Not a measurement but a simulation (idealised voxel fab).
process module | voxel wiring stack
FYI the section here is cut, 200 nm wide, cells are 5 nm squares.
Throughout this document, each cross-section is represented as a grid of square cells and is presented as a sequence of bands enumerated from the top downward, where a band comprises one or more rows of cells. Band: top height; bottom height; in nm. Then, left to right: material with width in nm, for each material. "all across": a single material spanning edge to edge. "blank": empty space. We count height from 0. Below that, the starting wafer is all one material. The lowest band never ends at the bottom but goes on down; see "0 and below" for how that is written. Per-row width for "30 to 40": begins at first number (top row of band), ends at second number (bottom row), increment between rows held constant. Where the words "stayed the same" appear for a step, the cross-section shows no cell changed by that step; every cell remained as before. Enclosed voids (no open way to top), threshold 8 cells or more, entry "Enclosed empty spaces", notation width x height at distance, distance from left edge, nm. Anything after a step's settings on that line? It's the simulator's own note about the step. The setting "overlay nm" may be written on the line of a step. When the step uses a mask, the value reports how far to the right of the planned place the mask lay, and a negative value reports that it lay to the left. From here on the document is pairs. In a pair, the cross-section before one process step comes with the cross-section after it, and the latter goes no deeper than the lowest band that changed. What lies in between, the step and its settings, is written under the pair. A pair may be from a different run of this module on the same starting wafer than the pair above it, so it continues from that pair only where its entry headed "Pre-step condition" says so.
## Pre-step condition
> 105 down to 85 | SiO2: 55; blank: 15; SiO2: 45; blank: 15; SiO2: 70
> 85 down to 80 | SiCN all across
> 80 down to 65 | lowk: 50; SiCN: 5; W: 30; SiCN: 5; lowk: 20; SiCN: 5; W: 30; SiCN: 5; lowk: 50
> 65 down to 60 | SiCN: 55; TiN: 30; SiCN: 30; TiN: 30; SiCN: 55
> 60 down to 40 | lowk: 55; TiN: 5; Cu: 5; TiN: 5; lowk: 45; TiN: 5; Cu: 5; TiN: 5; lowk: 70
> 40 down to 35 | SiCN: 55; TiN: 15; SiCN: 45; TiN: 15; SiCN: 70
> 35 down to 30 | lowk: 55; TiN: 30; lowk: 30; TiN: 30; lowk: 55
> 30 down to 0 | SiO2 all across
> 0 and below | Si all across
> Enclosed empty spaces: none
## Resultant Cross-Section
> 105 down to 85 | SiO2: 55; blank: 15; SiO2: 45; blank: 15; SiO2: 70
> 85 down to 80 | SiCN: 55; blank: 15; SiCN: 45; blank: 15; SiCN: 70
> Under the height 80 nothing was changed.
> Enclosed empty spaces: none
the step between: MASKED_ETCH,tone open,mask id PLUG_2,width nm 15,pitch nm 60,etch materials SiCN,depth nm 5,overlay nm 0
Pre-step condition: identical to the post-step cross-section of the immediately preceding pair.
## Resultant Cross-Section
> 105 down to 90 | SiO2: 55; blank: 15; SiO2: 45; blank: 15; SiO2: 70
> 90 down to 85 | SiO2: 55; Ru: 15; SiO2: 45; Ru: 15; SiO2: 70
> 85 down to 80 | SiCN: 55; Ru: 15; SiCN: 45; Ru: 15; SiCN: 70
> Under the height 80 nothing was changed.
> Enclosed empty spaces: none
the step between: EPI,material Ru,thk nm 10
Pre-step condition: identical to the post-step cross-section of the immediately preceding pair.
## Resultant Cross-Section
> 105 down to 100 | SiO2: 55; blank: 15; SiO2: 45; blank: 15; SiO2: 70
> 100 down to 85 | SiO2: 55; Ru: 15; SiO2: 45; Ru: 15; SiO2: 70
> Under the height 85 nothing was changed.
> Enclosed empty spaces: none
the step between: EPI,material Ru,thk nm 10
Pre-step condition: identical to the post-step cross-section of the immediately preceding pair.
## Resultant Cross-Section
> 105 down to 85 | SiO2: 55; Ru: 15; SiO2: 45; Ru: 15; SiO2: 70
> Under the height 85 nothing was changed.
> Enclosed empty spaces: none
the step between: EPI,material Ru,thk nm 5
Pre-step condition: identical to the post-step cross-section of the immediately preceding pair.
## Resultant Cross-Section
> 110 down to 105 | TiN all across
> Under the height 105 nothing was changed.
> Enclosed empty spaces: none
the step between: DIRECTIONAL_DEP,material TiN,thk nm 5
Pre-step condition: identical to the post-step cross-section of the immediately preceding pair.
## Resultant Cross-Section
> 135 down to 110 | W all across
> Under the height 110 nothing was changed.
> Enclosed empty spaces: none
the step between: DIRECTIONAL_DEP,material W,thk nm 25
Pre-step condition: identical to the post-step cross-section of the immediately preceding pair.
## Resultant Cross-Section
> 135 down to 110 | blank: 55; W: 30; blank: 30; W: 30; blank: 55
> Under the height 110 nothing was changed.
> Enclosed empty spaces: none
the step between: MASKED_ETCH,tone cover,mask id METAL_3,width nm 30,pitch nm 60,etch materials W,depth nm 25,overlay nm 0
Pre-step condition: identical to the post-step cross-section of the immediately preceding pair.
## Resultant Cross-Section
> 135 down to 110 | blank: 55; W: 30; blank: 30; W: 30; blank: 55
> 110 down to 105 | blank: 55; TiN: 30; blank: 30; TiN: 30; blank: 55
> Under the height 105 nothing was changed.
> Enclosed empty spaces: none
the step between: MASKED_ETCH,tone cover,mask id METAL_3,width nm 30,pitch nm 60,etch materials TiN,depth nm 5,overlay nm 0
Pre-step condition: identical to the post-step cross-section of the immediately preceding pair.
## Resultant Cross-Section
> 140 down to 135 | blank: 50; SiN: 40; blank: 20; SiN: 40; blank: 50
> 135 down to 110 | blank: 50; SiN: 5; W: 30; SiN: 5; blank: 20; SiN: 5; W: 30; SiN: 5; blank: 50
> 110 down to 105 | SiN: 55; TiN: 30; SiN: 30; TiN: 30; SiN: 55
> Under the height 105 nothing was changed.
> Enclosed empty spaces: none
the step between: CONFORMAL_DEP,material SiN,thk nm 5
Pre-step condition: identical to the post-step cross-section of the immediately preceding pair.
## Resultant Cross-Section
> 150 down to 140 | lowk all across
> 140 down to 135 | lowk: 50; SiN: 40; lowk: 20; SiN: 40; lowk: 50
> 135 down to 110 | lowk: 50; SiN: 5; W: 30; SiN: 5; lowk: 20; SiN: 5; W: 30; SiN: 5; lowk: 50
> Under the height 110 nothing was changed.
> Enclosed empty spaces: none
the step between: FILL_DEP,material lowk,thk nm 10
Pre-step condition: identical to the post-step cross-section of the immediately preceding pair.
## Resultant Cross-Section
> 135 down to 110 | lowk: 50; SiN: 5; W: 30; SiN: 5; lowk: 20; SiN: 5; W: 30; SiN: 5; lowk: 50
> Under the height 110 nothing was changed.
> Enclosed empty spaces: none
the step between: CMP,height nm 135
Pre-step condition: identical to the post-step cross-section of the immediately preceding pair.
## Resultant Cross-Section
> 140 down to 135 | SiN all across
> Under the height 135 nothing was changed.
> Enclosed empty spaces: none
the step between: CONFORMAL_DEP,material SiN,thk nm 5
## Pre-step condition
> 35 down to 20 | lowk: 55; Ru: 30; lowk: 30; Ru: 30; lowk: 55
> 20 down to 15 | lowk: 55; TiN: 30; lowk: 30; TiN: 30; lowk: 55
> 15 down to 0 | SiO2 all across
> 0 and below | Si all across
> Enclosed empty spaces: none
## Resultant Cross-Section
> 55 down to 35 | lowk all across
> Under the height 35 nothing was changed.
> Enclosed empty spaces: none
the step between: DIRECTIONAL_DEP,material lowk,thk nm 20
Pre-step condition: identical to the post-step cross-section of the immediately preceding pair.
## Resultant Cross-Section
> 60 down to 55 | SiCN all across
> Under the height 55 nothing was changed.
> Enclosed empty spaces: none
the step between: CONFORMAL_DEP,material SiCN,thk nm 5
Pre-step condition: identical to the post-step cross-section of the immediately preceding pair.
## Resultant Cross-Section
> 75 down to 60 | resist: 55; blank: 15; resist: 45; blank: 15; resist: 70
> Under the height 60 nothing was changed.
> Enclosed empty spaces: none
the step between: PATTERN,tone open,mask id PLUG_1,material resist,width nm 15,pitch nm 60,thk nm 15,overlay nm 0
Pre-step condition: identical to the post-step cross-section of the immediately preceding pair.
## Resultant Cross-Section
> 75 down to 60 | resist: 55; blank: 15; resist: 45; blank: 15; resist: 70
> 60 down to 55 | SiCN: 55; blank: 15; SiCN: 45; blank: 15; SiCN: 70
> Under the height 55 nothing was changed.
> Enclosed empty spaces: none
the step between: DIRECTIONAL_ETCH,etch materials SiCN,depth nm 5
Pre-step condition: identical to the post-step cross-section of the immediately preceding pair.
## Resultant Cross-Section
> 60 down to 55 | SiCN: 55; blank: 15; SiCN: 45; blank: 15; SiCN: 70
> Under the height 55 nothing was changed.
> Enclosed empty spaces: none
the step between: STRIP,etch materials resist
Pre-step condition: identical to the post-step cross-section of the immediately preceding pair.
## Resultant Cross-Section
> 65 down to 60 | TiN: 60; blank: 5; TiN: 55; blank: 5; TiN: 75
> 60 down to 55 | SiCN: 55; TiN: 15; SiCN: 45; TiN: 15; SiCN: 70
> Under the height 55 nothing was changed.
> Enclosed empty spaces: none
the step between: CONFORMAL_DEP,material TiN,thk nm 5
Pre-step condition: identical to the post-step cross-section of the immediately preceding pair.
## Resultant Cross-Section
> 70 down to 65 | Cu all across
> 65 down to 60 | TiN: 60; Cu: 5; TiN: 55; Cu: 5; TiN: 75
> Under the height 60 nothing was changed.
> Enclosed empty spaces: none
the step between: FILL_DEP,material Cu,thk nm 5
Pre-step condition: identical to the post-step cross-section of the immediately preceding pair.
## Resultant Cross-Section
> 60 down to 55 | SiCN: 55; TiN: 15; SiCN: 45; TiN: 15; SiCN: 70
> Under the height 55 nothing was changed.
> Enclosed empty spaces: none
the step between: CMP,height nm 60
Pre-step condition: identical to the post-step cross-section of the immediately preceding pair.
## Resultant Cross-Section
> 65 down to 60 | TiN all across
> Under the height 60 nothing was changed.
> Enclosed empty spaces: none
the step between: DIRECTIONAL_DEP,material TiN,thk nm 5
Pre-step condition: identical to the post-step cross-section of the immediately preceding pair.
## Resultant Cross-Section
> 80 down to 65 | W all across
> Under the height 65 nothing was changed.
> Enclosed empty spaces: none
the step between: DIRECTIONAL_DEP,material W,thk nm 15
Pre-step condition: identical to the post-step cross-section of the immediately preceding pair.
## Resultant Cross-Section
> 100 down to 80 | blank: 55; resist: 30; blank: 30; resist: 30; blank: 55
> Under the height 80 nothing was changed.
> Enclosed empty spaces: none
the step between: PATTERN,tone cover,mask id METAL_2,material resist,width nm 30,pitch nm 60,thk nm 20,overlay nm 0
Pre-step condition: identical to the post-step cross-section of the immediately preceding pair.
## Resultant Cross-Section
> 100 down to 80 | blank: 55; resist: 30; blank: 30; resist: 30; blank: 55
> 80 down to 65 | blank: 55; W: 30; blank: 30; W: 30; blank: 55
> Under the height 65 nothing was changed.
> Enclosed empty spaces: none
the step between: DIRECTIONAL_ETCH,etch materials W,depth nm 15
Pre-step condition: identical to the post-step cross-section of the immediately preceding pair.
## Resultant Cross-Section
> 100 down to 80 | blank: 55; resist: 30; blank: 30; resist: 30; blank: 55
> 80 down to 65 | blank: 55; W: 30; blank: 30; W: 30; blank: 55
> 65 down to 60 | blank: 55; TiN: 30; blank: 30; TiN: 30; blank: 55
> Under the height 60 nothing was changed.
> Enclosed empty spaces: none
the step between: DIRECTIONAL_ETCH,etch materials TiN,depth nm 5
Pre-step condition: identical to the post-step cross-section of the immediately preceding pair.
## Resultant Cross-Section
> 80 down to 65 | blank: 55; W: 30; blank: 30; W: 30; blank: 55
> Under the height 65 nothing was changed.
> Enclosed empty spaces: none
the step between: STRIP,etch materials resist
Pre-step condition: identical to the post-step cross-section of the immediately preceding pair.
## Resultant Cross-Section
> 85 down to 80 | blank: 50; SiCN: 40; blank: 20; SiCN: 40; blank: 50
> 80 down to 65 | blank: 50; SiCN: 5; W: 30; SiCN: 5; blank: 20; SiCN: 5; W: 30; SiCN: 5; blank: 50
> 65 down to 55 | SiCN: 55; TiN: 30 to 15; SiCN: 30 to 45; TiN: 30 to 15; SiCN: 55 to 70
> Under the height 55 nothing was changed.
> Enclosed empty spaces: none
the step between: CONFORMAL_DEP,material SiCN,thk nm 5
Pre-step condition: identical to the post-step cross-section of the immediately preceding pair.
## Resultant Cross-Section
> 95 down to 85 | lowk all across
> 85 down to 80 | lowk: 50; SiCN: 40; lowk: 20; SiCN: 40; lowk: 50
> 80 down to 65 | lowk: 50; SiCN: 5; W: 30; SiCN: 5; lowk: 20; SiCN: 5; W: 30; SiCN: 5; lowk: 50
> Under the height 65 nothing was changed.
> Enclosed empty spaces: none
the step between: FILL_DEP,material lowk,thk nm 10
Pre-step condition: identical to the post-step cross-section of the immediately preceding pair.
## Resultant Cross-Section
> 80 down to 65 | lowk: 50; SiCN: 5; W: 30; SiCN: 5; lowk: 20; SiCN: 5; W: 30; SiCN: 5; lowk: 50
> Under the height 65 nothing was changed.
> Enclosed empty spaces: none
the step between: CMP,height nm 80
Pre-step condition: identical to the post-step cross-section of the immediately preceding pair.
## Resultant Cross-Section
> 85 down to 80 | SiCN all across
> Under the height 80 nothing was changed.
> Enclosed empty spaces: none
the step between: CONFORMAL_DEP,material SiCN,thk nm 5
Pre-step condition: identical to the post-step cross-section of the immediately preceding pair.
## Resultant Cross-Section
> 105 down to 85 | SiO2 all across
> Under the height 85 nothing was changed.
> Enclosed empty spaces: none
the step between: DIRECTIONAL_DEP,material SiO2,thk nm 20
Pre-step condition: identical to the post-step cross-section of the immediately preceding pair.
## Resultant Cross-Section
> 105 down to 85 | SiO2: 55; blank: 15; SiO2: 45; blank: 15; SiO2: 70
> Under the height 85 nothing was changed.
> Enclosed empty spaces: none
the step between: MASKED_ETCH,tone open,mask id PLUG_2,width nm 15,pitch nm 60,etch materials SiO2,depth nm 20,overlay nm 0
Pre-step condition: identical to the post-step cross-section of the immediately preceding pair.
## Resultant Cross-Section
> 105 down to 85 | SiO2: 55; blank: 15; SiO2: 45; blank: 15; SiO2: 70
> 85 down to 80 | SiCN: 55; blank: 15; SiCN: 45; blank: 15; SiCN: 70
> Under the height 80 nothing was changed.
> Enclosed empty spaces: none
the step between: MASKED_ETCH,tone open,mask id PLUG_2,width nm 15,pitch nm 60,etch materials SiCN,depth nm 5,overlay nm 0
Pre-step condition: identical to the post-step cross-section of the immediately preceding pair.
## Resultant Cross-Section
> 105 down to 90 | SiO2: 55; blank: 15; SiO2: 45; blank: 15; SiO2: 70
> 90 down to 85 | SiO2: 55; Ru: 15; SiO2: 45; Ru: 15; SiO2: 70
> 85 down to 80 | SiCN: 55; Ru: 15; SiCN: 45; Ru: 15; SiCN: 70
> Under the height 80 nothing was changed.
> Enclosed empty spaces: none
the step between: EPI,material Ru,thk nm 10
Pre-step condition: identical to the post-step cross-section of the immediately preceding pair.
## Resultant Cross-Section
> 105 down to 100 | SiO2: 55; blank: 15; SiO2: 45; blank: 15; SiO2: 70
> 100 down to 85 | SiO2: 55; Ru: 15; SiO2: 45; Ru: 15; SiO2: 70
> Under the height 85 nothing was changed.
> Enclosed empty spaces: none
the step between: EPI,material Ru,thk nm 10
Pre-step condition: identical to the post-step cross-section of the immediately preceding pair.
## Resultant Cross-Section
> 105 down to 85 | SiO2: 55; Ru: 15; SiO2: 45; Ru: 15; SiO2: 70
> Under the height 85 nothing was changed.
> Enclosed empty spaces: none
the step between: EPI,material Ru,thk nm 5
Pre-step condition: identical to the post-step cross-section of the immediately preceding pair.
## Resultant Cross-Section
> 110 down to 105 | TiN all across
> Under the height 105 nothing was changed.
> Enclosed empty spaces: none
the step between: DIRECTIONAL_DEP,material TiN,thk nm 5
Pre-step condition: identical to the post-step cross-section of the immediately preceding pair.
## Resultant Cross-Section
> 135 down to 110 | W all across
> Under the height 110 nothing was changed.
> Enclosed empty spaces: none
the step between: DIRECTIONAL_DEP,material W,thk nm 25
Pre-step condition: identical to the post-step cross-section of the immediately preceding pair.
## Resultant Cross-Section
> 135 down to 110 | blank: 55; W: 30; blank: 30; W: 30; blank: 55
> Under the height 110 nothing was changed.
> Enclosed empty spaces: none
the step between: MASKED_ETCH,tone cover,mask id METAL_3,width nm 30,pitch nm 60,etch materials W,depth nm 25,overlay nm 0
Pre-step condition: identical to the post-step cross-section of the immediately preceding pair.
## Resultant Cross-Section
> 135 down to 110 | blank: 55; W: 30; blank: 30; W: 30; blank: 55
> 110 down to 105 | blank: 55; TiN: 30; blank: 30; TiN: 30; blank: 55
> Under the height 105 nothing was changed.
> Enclosed empty spaces: none
the step between: MASKED_ETCH,tone cover,mask id METAL_3,width nm 30,pitch nm 60,etch materials TiN,depth nm 5,overlay nm 0
Pre-step condition: identical to the post-step cross-section of the immediately preceding pair.
## Resultant Cross-Section
> 140 down to 135 | blank: 50; SiN: 40; blank: 20; SiN: 40; blank: 50
> 135 down to 110 | blank: 50; SiN: 5; W: 30; SiN: 5; blank: 20; SiN: 5; W: 30; SiN: 5; blank: 50
> 110 down to 105 | SiN: 55; TiN: 30; SiN: 30; TiN: 30; SiN: 55
> Under the height 105 nothing was changed.
> Enclosed empty spaces: none
the step between: CONFORMAL_DEP,material SiN,thk nm 5
Pre-step condition: identical to the post-step cross-section of the immediately preceding pair.
## Resultant Cross-Section
> 150 down to 140 | lowk all across
> 140 down to 135 | lowk: 50; SiN: 40; lowk: 20; SiN: 40; lowk: 50
> 135 down to 110 | lowk: 50; SiN: 5; W: 30; SiN: 5; lowk: 20; SiN: 5; W: 30; SiN: 5; lowk: 50
> Under the height 110 nothing was changed.
> Enclosed empty spaces: none
the step between: FILL_DEP,material lowk,thk nm 10
Pre-step condition: identical to the post-step cross-section of the immediately preceding pair.
## Resultant Cross-Section
> 135 down to 110 | lowk: 50; SiN: 5; W: 30; SiN: 5; lowk: 20; SiN: 5; W: 30; SiN: 5; lowk: 50
> Under the height 110 nothing was changed.
> Enclosed empty spaces: none
the step between: CMP,height nm 135
Pre-step condition: identical to the post-step cross-section of the immediately preceding pair.
## Resultant Cross-Section
> 140 down to 135 | SiN all across
> Under the height 135 nothing was changed.
> Enclosed empty spaces: none
the step between: CONFORMAL_DEP,material SiN,thk nm 5
## Pre-step condition
> 80 down to 65 | lowk: 50; SiCN: 5; W: 30; SiCN: 5; lowk: 20; SiCN: 5; W: 30; SiCN: 5; lowk: 50
> 65 down to 60 | SiCN: 55; TiN: 30; SiCN: 30; TiN: 30; SiCN: 55
> 60 down to 40 | lowk: 55; TiN: 5; Cu: 5; TiN: 5; lowk: 45; TiN: 5; Cu: 5; TiN: 5; lowk: 70
> 40 down to 35 | SiCN: 55; TiN: 15; SiCN: 45; TiN: 15; SiCN: 70
> 35 down to 20 | lowk: 55; Ru: 30; lowk: 30; Ru: 30; lowk: 55
> 20 down to 15 | lowk: 55; TiN: 30; lowk: 30; TiN: 30; lowk: 55
> 15 down to 0 | SiO2 all across
> 0 and below | Si all across
> Enclosed empty spaces: none
## Resultant Cross-Section
> 95 down to 80 | SiCN all across
> Under the height 80 nothing was changed.
> Enclosed empty spaces: none
the step between: CONFORMAL_DEP,material SiCN,thk nm 15
Pre-step condition: identical to the post-step cross-section of the immediately preceding pair.
## Resultant Cross-Section
> 115 down to 95 | SiO2 all across
> Under the height 95 nothing was changed.
> Enclosed empty spaces: none
the step between: DIRECTIONAL_DEP,material SiO2,thk nm 20
Pre-step condition: identical to the post-step cross-section of the immediately preceding pair.
## Resultant Cross-Section
> 115 down to 95 | SiO2: 55; blank: 15; SiO2: 45; blank: 15; SiO2: 70
> Under the height 95 nothing was changed.
> Enclosed empty spaces: none
the step between: MASKED_ETCH,tone open,mask id PLUG_2,width nm 15,pitch nm 60,etch materials SiO2,depth nm 20,overlay nm 0
Pre-step condition: identical to the post-step cross-section of the immediately preceding pair.
## Resultant Cross-Section
> 115 down to 95 | SiO2: 55; blank: 15; SiO2: 45; blank: 15; SiO2: 70
> 95 down to 90 | SiCN: 55; blank: 15; SiCN: 45; blank: 15; SiCN: 70
> Under the height 90 nothing was changed.
> Enclosed empty spaces: none
the step between: MASKED_ETCH,tone open,mask id PLUG_2,width nm 15,pitch nm 60,etch materials SiCN,depth nm 5,overlay nm 0
Pre-step condition: identical to the post-step cross-section of the immediately preceding pair.
## Resultant Cross-Section
> 120 down to 115 | TiN: 55; blank: 15; TiN: 45; blank: 15; TiN: 70
> 115 down to 95 | SiO2: 55; blank: 15; SiO2: 45; blank: 15; SiO2: 70
> 95 down to 90 | SiCN: 55; TiN: 15; SiCN: 45; TiN: 15; SiCN: 70
> Under the height 90 nothing was changed.
> Enclosed empty spaces: none
the step between: DIRECTIONAL_DEP,material TiN,thk nm 5
Pre-step condition: identical to the post-step cross-section of the immediately preceding pair.
## Resultant Cross-Section
> 145 down to 120 | W: 55; blank: 15; W: 45; blank: 15; W: 70
> 120 down to 115 | TiN: 55; W: 15; TiN: 45; W: 15; TiN: 70
> 115 down to 95 | SiO2: 55; W: 15; SiO2: 45; W: 15; SiO2: 70
> Under the height 95 nothing was changed.
> Enclosed empty spaces: none
the step between: DIRECTIONAL_DEP,material W,thk nm 25
Pre-step condition: identical to the post-step cross-section of the immediately preceding pair.
## Resultant Cross-Section
> 145 down to 120 | blank: 70; W: 15; blank: 45; W: 15; blank: 55
> Under the height 120 nothing was changed.
> Enclosed empty spaces: none
the step between: MASKED_ETCH,tone cover,mask id METAL_3,width nm 30,pitch nm 60,etch materials W,depth nm 25,overlay nm 0
Pre-step condition: identical to the post-step cross-section of the immediately preceding pair.
## Resultant Cross-Section
> 145 down to 120 | blank: 70; W: 15; blank: 45; W: 15; blank: 55
> 120 down to 115 | blank: 55; W: 15; TiN: 15; blank: 30; W: 15; TiN: 15; blank: 55
> Under the height 115 nothing was changed.
> Enclosed empty spaces: none
the step between: MASKED_ETCH,tone cover,mask id METAL_3,width nm 30,pitch nm 60,etch materials TiN,depth nm 5,overlay nm 0
Pre-step condition: identical to the post-step cross-section of the immediately preceding pair.
## Resultant Cross-Section
> 150 down to 145 | blank: 65; SiN: 25; blank: 35; SiN: 25; blank: 50
> 145 down to 125 | blank: 65; SiN: 5; W: 15; SiN: 5; blank: 35; SiN: 5; W: 15; SiN: 5; blank: 50
> 125 down to 120 | blank: 50; SiN: 20; W: 15; SiN: 5; blank: 20; SiN: 20; W: 15; SiN: 5; blank: 50
> 120 down to 115 | SiN: 55; W: 15; TiN: 15; SiN: 30; W: 15; TiN: 15; SiN: 55
> Under the height 115 nothing was changed.
> Enclosed empty spaces: none
the step between: CONFORMAL_DEP,material SiN,thk nm 5
Pre-step condition: identical to the post-step cross-section of the immediately preceding pair.
## Resultant Cross-Section
> 160 down to 150 | lowk all across
> 150 down to 145 | lowk: 65; SiN: 25; lowk: 35; SiN: 25; lowk: 50
> 145 down to 125 | lowk: 65; SiN: 5; W: 15; SiN: 5; lowk: 35; SiN: 5; W: 15; SiN: 5; lowk: 50
> 125 down to 120 | lowk: 50; SiN: 20; W: 15; SiN: 5; lowk: 20; SiN: 20; W: 15; SiN: 5; lowk: 50
> Under the height 120 nothing was changed.
> Enclosed empty spaces: none
the step between: FILL_DEP,material lowk,thk nm 10
Pre-step condition: identical to the post-step cross-section of the immediately preceding pair.
## Resultant Cross-Section
> 135 down to 125 | lowk: 65; SiN: 5; W: 15; SiN: 5; lowk: 35; SiN: 5; W: 15; SiN: 5; lowk: 50
> Under the height 125 nothing was changed.
> Enclosed empty spaces: none
the step between: CMP,height nm 135
Pre-step condition: identical to the post-step cross-section of the immediately preceding pair.
## Resultant Cross-Section
> 140 down to 135 | SiN all across
> Under the height 135 nothing was changed.
> Enclosed empty spaces: none
the step between: CONFORMAL_DEP,material SiN,thk nm 5
## Pre-step condition
> 135 down to 110 | W all across
> 110 down to 105 | TiN all across
> 105 down to 85 | SiO2: 55; Ru: 15; SiO2: 45; Ru: 15; SiO2: 70
> 85 down to 80 | SiCN: 55; Ru: 15; SiCN: 45; Ru: 15; SiCN: 70
> 80 down to 65 | lowk: 50; SiCN: 5; W: 30; SiCN: 5; lowk: 20; SiCN: 5; W: 30; SiCN: 5; lowk: 50
> 65 down to 60 | SiCN: 55; TiN: 30; SiCN: 30; TiN: 30; SiCN: 55
> 60 down to 40 | lowk: 55; TiN: 5; Cu: 5; TiN: 5; lowk: 45; TiN: 5; Cu: 5; TiN: 5; lowk: 70
> 40 down to 35 | SiCN: 55; TiN: 15; SiCN: 45; TiN: 15; SiCN: 70
> 35 down to 20 | lowk: 55; Ru: 30; lowk: 30; Ru: 30; lowk: 55
> 20 down to 15 | lowk: 55; TiN: 30; lowk: 30; TiN: 30; lowk: 55
> 15 down to 0 | SiO2 all across
> 0 and below | Si all across
> Enclosed empty spaces: none
## Resultant Cross-Section
> 135 down to 110 | blank: 60; W: 20; blank: 40; W: 20; blank: 60
> Under the height 110 nothing was changed.
> Enclosed empty spaces: none
the step between: MASKED_ETCH,tone cover,mask id METAL_3,width nm 20,pitch nm 60,etch materials W,depth nm 25,overlay nm 0
Pre-step condition: identical to the post-step cross-section of the immediately preceding pair.
## Resultant Cross-Section
> 135 down to 110 | blank: 60; W: 20; blank: 40; W: 20; blank: 60
> 110 down to 105 | blank: 55; TiN: 30; blank: 30; TiN: 30; blank: 55
> Under the height 105 nothing was changed.
> Enclosed empty spaces: none
the step between: MASKED_ETCH,tone cover,mask id METAL_3,width nm 30,pitch nm 60,etch materials TiN,depth nm 5,overlay nm 0
Pre-step condition: identical to the post-step cross-section of the immediately preceding pair.
## Resultant Cross-Section
> 140 down to 135 | blank: 55; SiN: 30; blank: 30; SiN: 30; blank: 55
> 135 down to 115 | blank: 55; SiN: 5; W: 20; SiN: 5; blank: 30; SiN: 5; W: 20; SiN: 5; blank: 55
> 115 down to 110 | blank: 50; SiN: 10; W: 20; SiN: 10; blank: 20; SiN: 10; W: 20; SiN: 10; blank: 50
> 110 down to 105 | SiN: 55; TiN: 30; SiN: 30; TiN: 30; SiN: 55
> Under the height 105 nothing was changed.
> Enclosed empty spaces: none
the step between: CONFORMAL_DEP,material SiN,thk nm 5
Pre-step condition: identical to the post-step cross-section of the immediately preceding pair.
## Resultant Cross-Section
> 150 down to 140 | lowk all across
> 140 down to 135 | lowk: 55; SiN: 30; lowk: 30; SiN: 30; lowk: 55
> 135 down to 115 | lowk: 55; SiN: 5; W: 20; SiN: 5; lowk: 30; SiN: 5; W: 20; SiN: 5; lowk: 55
> 115 down to 110 | lowk: 50; SiN: 10; W: 20; SiN: 10; lowk: 20; SiN: 10; W: 20; SiN: 10; lowk: 50
> Under the height 110 nothing was changed.
> Enclosed empty spaces: none
the step between: FILL_DEP,material lowk,thk nm 10
Pre-step condition: identical to the post-step cross-section of the immediately preceding pair.
## Resultant Cross-Section
> 135 down to 115 | lowk: 55; SiN: 5; W: 20; SiN: 5; lowk: 30; SiN: 5; W: 20; SiN: 5; lowk: 55
> Under the height 115 nothing was changed.
> Enclosed empty spaces: none
the step between: CMP,height nm 135
Pre-step condition: identical to the post-step cross-section of the immediately preceding pair.
## Resultant Cross-Section
> 140 down to 135 | SiN all across
> Under the height 135 nothing was changed.
> Enclosed empty spaces: none
the step between: CONFORMAL_DEP,material SiN,thk nm 5
## Pre-step condition
> 80 down to 65 | W all across
> 65 down to 60 | TiN all across
> 60 down to 40 | lowk: 55; TiN: 5; Cu: 5; TiN: 5; lowk: 45; TiN: 5; Cu: 5; TiN: 5; lowk: 70
> 40 down to 35 | SiCN: 55; TiN: 15; SiCN: 45; TiN: 15; SiCN: 70
> 35 down to 20 | lowk: 55; Ru: 30; lowk: 30; Ru: 30; lowk: 55
> 20 down to 15 | lowk: 55; TiN: 30; lowk: 30; TiN: 30; lowk: 55
> 15 down to 0 | SiO2 all across
> 0 and below | Si all across
> Enclosed empty spaces: none
## Resultant Cross-Section
> 100 down to 80 | blank: 45; resist: 30; blank: 30; resist: 30; blank: 65
> Under the height 80 nothing was changed.
> Enclosed empty spaces: none
the step between: PATTERN,tone cover,mask id METAL_2,material resist,width nm 30,pitch nm 60,thk nm 20,overlay nm -10
Pre-step condition: identical to the post-step cross-section of the immediately preceding pair.
## Resultant Cross-Section
> 100 down to 80 | blank: 45; resist: 30; blank: 30; resist: 30; blank: 65
> 80 down to 65 | blank: 45; W: 30; blank: 30; W: 30; blank: 65
> Under the height 65 nothing was changed.
> Enclosed empty spaces: none
the step between: DIRECTIONAL_ETCH,etch materials W,depth nm 15
Pre-step condition: identical to the post-step cross-section of the immediately preceding pair.
## Resultant Cross-Section
> 100 down to 80 | blank: 45; resist: 30; blank: 30; resist: 30; blank: 65
> 80 down to 65 | blank: 45; W: 30; blank: 30; W: 30; blank: 65
> 65 down to 60 | blank: 45; TiN: 30; blank: 30; TiN: 30; blank: 65
> Under the height 60 nothing was changed.
> Enclosed empty spaces: none
the step between: DIRECTIONAL_ETCH,etch materials TiN,depth nm 5
Pre-step condition: identical to the post-step cross-section of the immediately preceding pair.
## Resultant Cross-Section
> 80 down to 65 | blank: 45; W: 30; blank: 30; W: 30; blank: 65
> Under the height 65 nothing was changed.
> Enclosed empty spaces: none
the step between: STRIP,etch materials resist
Pre-step condition: identical to the post-step cross-section of the immediately preceding pair.
## Resultant Cross-Section
> 85 down to 80 | blank: 40; SiCN: 40; blank: 20; SiCN: 40; blank: 60
> 80 down to 65 | blank: 40; SiCN: 5; W: 30; SiCN: 5; blank: 20; SiCN: 5; W: 30; SiCN: 5; blank: 60
> 65 down to 60 | SiCN: 45; TiN: 30; SiCN: 30; TiN: 30; SiCN: 65
> Under the height 60 nothing was changed.
> Enclosed empty spaces: none
the step between: CONFORMAL_DEP,material SiCN,thk nm 5
Pre-step condition: identical to the post-step cross-section of the immediately preceding pair.
## Resultant Cross-Section
> 95 down to 85 | lowk all across
> 85 down to 80 | lowk: 40; SiCN: 40; lowk: 20; SiCN: 40; lowk: 60
> 80 down to 65 | lowk: 40; SiCN: 5; W: 30; SiCN: 5; lowk: 20; SiCN: 5; W: 30; SiCN: 5; lowk: 60
> Under the height 65 nothing was changed.
> Enclosed empty spaces: none
the step between: FILL_DEP,material lowk,thk nm 10
Pre-step condition: identical to the post-step cross-section of the immediately preceding pair.
## Resultant Cross-Section
> 80 down to 65 | lowk: 40; SiCN: 5; W: 30; SiCN: 5; lowk: 20; SiCN: 5; W: 30; SiCN: 5; lowk: 60
> Under the height 65 nothing was changed.
> Enclosed empty spaces: none
the step between: CMP,height nm 80
Pre-step condition: identical to the post-step cross-section of the immediately preceding pair.
## Resultant Cross-Section
> 85 down to 80 | SiCN all across
> Under the height 80 nothing was changed.
> Enclosed empty spaces: none
the step between: CONFORMAL_DEP,material SiCN,thk nm 5
Pre-step condition: identical to the post-step cross-section of the immediately preceding pair.
## Resultant Cross-Section
> 105 down to 85 | SiO2 all across
> Under the height 85 nothing was changed.
> Enclosed empty spaces: none
the step between: DIRECTIONAL_DEP,material SiO2,thk nm 20
Pre-step condition: identical to the post-step cross-section of the immediately preceding pair.
## Resultant Cross-Section
> 105 down to 85 | SiO2: 55; blank: 15; SiO2: 45; blank: 15; SiO2: 70
> Under the height 85 nothing was changed.
> Enclosed empty spaces: none
the step between: MASKED_ETCH,tone open,mask id PLUG_2,width nm 15,pitch nm 60,etch materials SiO2,depth nm 20,overlay nm 0
